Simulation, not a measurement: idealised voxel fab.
process module | voxel transistor to metal
cross-section cut | 160 nm wide | cells 5 nm
A cross-section is a grid of square cells, given in bands from the top down. A band is one or more rows of cells.
Each band's line starts with the height of the band's top and of its bottom, in nm. Then come its materials from left to right, each with its width in nm. One material with "throughout" fills the band from edge to edge. "air" is empty space.
Height 0 is the level under which the wafer as received is all one material. The lowest band goes on downwards, as in "0 down".
A width such as "30 to 40" changes by the same amount from each row of cells to the next, from the band's top row to its bottom row.
"no change" after a step means that no cell of the cross-section changed.
closed voids: empty space of 8 cells or more with no open way to the top, each as width x height at its distance from the left edge, in nm
after a step's settings: what the simulator itself notes on the step
overlay nm, on a step with a mask: how far to the right of its planned place the mask lay; to the left if negative
plan
1 op RECEIVE | material Si
2 op OXIDIZE | depth nm 5
3 op CONFORMAL_DEP | material SiN | thk nm 10
4 op MASKED_ETCH | tone cover | mask id ACTIVE | width nm 110 | etch materials SiN | depth nm 10 | overlay nm 0
5 op MASKED_ETCH | tone cover | mask id ACTIVE | width nm 110 | etch materials SiO2 | depth nm 5 | overlay nm 0
6 op MASKED_ETCH | tone cover | mask id ACTIVE | width nm 110 | etch materials Si | depth nm 25 | overlay nm 0
7 op FILL_DEP | material SiO2 | thk nm 5
8 op CMP | height nm 10
9 op SELECTIVE_ETCH | etch materials SiO2 | depth nm 5
10 op STRIP | etch materials SiN
11 op SELECTIVE_ETCH | etch materials SiO2 | depth nm 5
12 op OXIDIZE | depth nm 5
13 op DIRECTIONAL_DEP | material polySi | thk nm 20
14 op DIRECTIONAL_DEP | material SiCN | thk nm 15
15 op PATTERN | tone cover | mask id GATE | material resist | width nm 30 | thk nm 15 | overlay nm 0
16 op DIRECTIONAL_ETCH | etch materials SiCN | depth nm 25
17 op DIRECTIONAL_ETCH | etch materials polySi | depth nm 30
18 op STRIP | etch materials resist
19 op CONFORMAL_DEP | material SiO2 | thk nm 5
20 op DIRECTIONAL_ETCH | etch materials SiO2 | depth nm 5
21 op CONFORMAL_DEP | material SiN | thk nm 10
22 op DIRECTIONAL_ETCH | etch materials SiN | depth nm 10
23 op DIRECTIONAL_ETCH | etch materials SiO2 | depth nm 5
24 op EPI | material nSi | thk nm 5
25 op FILL_DEP | material SiO2 | thk nm 5
26 op CMP | height nm 15
27 op STRIP | etch materials polySi
28 op SELECTIVE_ETCH | etch materials SiO2 | depth nm 5
29 op CONFORMAL_DEP | material HfO2 | thk nm 5
30 op CONFORMAL_DEP | material TiN | thk nm 5
31 op FILL_DEP | material W | thk nm 5
32 op CMP | height nm 10
33 op DIRECTIONAL_DEP | material SiO2 | thk nm 10
34 op MASKED_ETCH | tone open | mask id CONTACT | width nm 20 | pitch nm 80 | etch materials SiO2 | depth nm 25 | overlay nm 0
35 op CONFORMAL_DEP | material TiN | thk nm 5
36 op FILL_DEP | material W | thk nm 10
37 op CMP | height nm 20
38 op DIRECTIONAL_DEP | material TiN | thk nm 5
39 op DIRECTIONAL_DEP | material W | thk nm 25
40 op MASKED_ETCH | tone cover | mask id METAL_1 | width nm 20 | pitch nm 80 | etch materials W | depth nm 25 | overlay nm 0
41 op MASKED_ETCH | tone cover | mask id METAL_1 | width nm 20 | pitch nm 80 | etch materials TiN | depth nm 5 | overlay nm 0
42 op CONFORMAL_DEP | material SiCN | thk nm 5
43 op FILL_DEP | material lowk | thk nm 10
44 op CMP | height nm 50
45 op CONFORMAL_DEP | material SiCN | thk nm 5
as received, after step 1
  0 down: Si throughout
  closed voids: none
a wafer at the end: this start, this plan, one mistake
  55 to 50: SiCN throughout
  50 to 25: lowk 25 | SiCN 5 | W 20 | SiCN 5 | lowk 50 | SiCN 5 | W 20 | SiCN 5 | lowk 25
  25 to 20: SiCN 30 | TiN 20 | SiCN 60 | TiN 20 | SiCN 30
  20 to 10: SiO2 30 | TiN 5 | W 10 | TiN 5 | SiO2 60 | TiN 5 | W 10 | TiN 5 | SiO2 30
  10 to 0: SiO2 30 | TiN 5 to 10 | W 10 to 5 | TiN 5 | SiN 10 | HfO2 5 | TiN 5 | W 20 | TiN 5 | HfO2 5 | SiN 10 | TiN 5 | W 10 to 5 | TiN 5 to 10 | SiO2 30
  0 to -5: SiO2 25 | SiN 10 | TiN 15 | SiN 10 | HfO2 5 | TiN 30 | HfO2 5 | SiN 10 | TiN 15 | SiN 10 | SiO2 25
  -5 to -10: SiO2 35 | nSi 15 | SiO2 10 | HfO2 40 | SiO2 10 | nSi 15 | SiO2 35
  -10 to -55: SiO2 25 | Si 110 | SiO2 25
  -55 down: Si throughout
  closed voids: none
what went wrong: step 6 was run twice
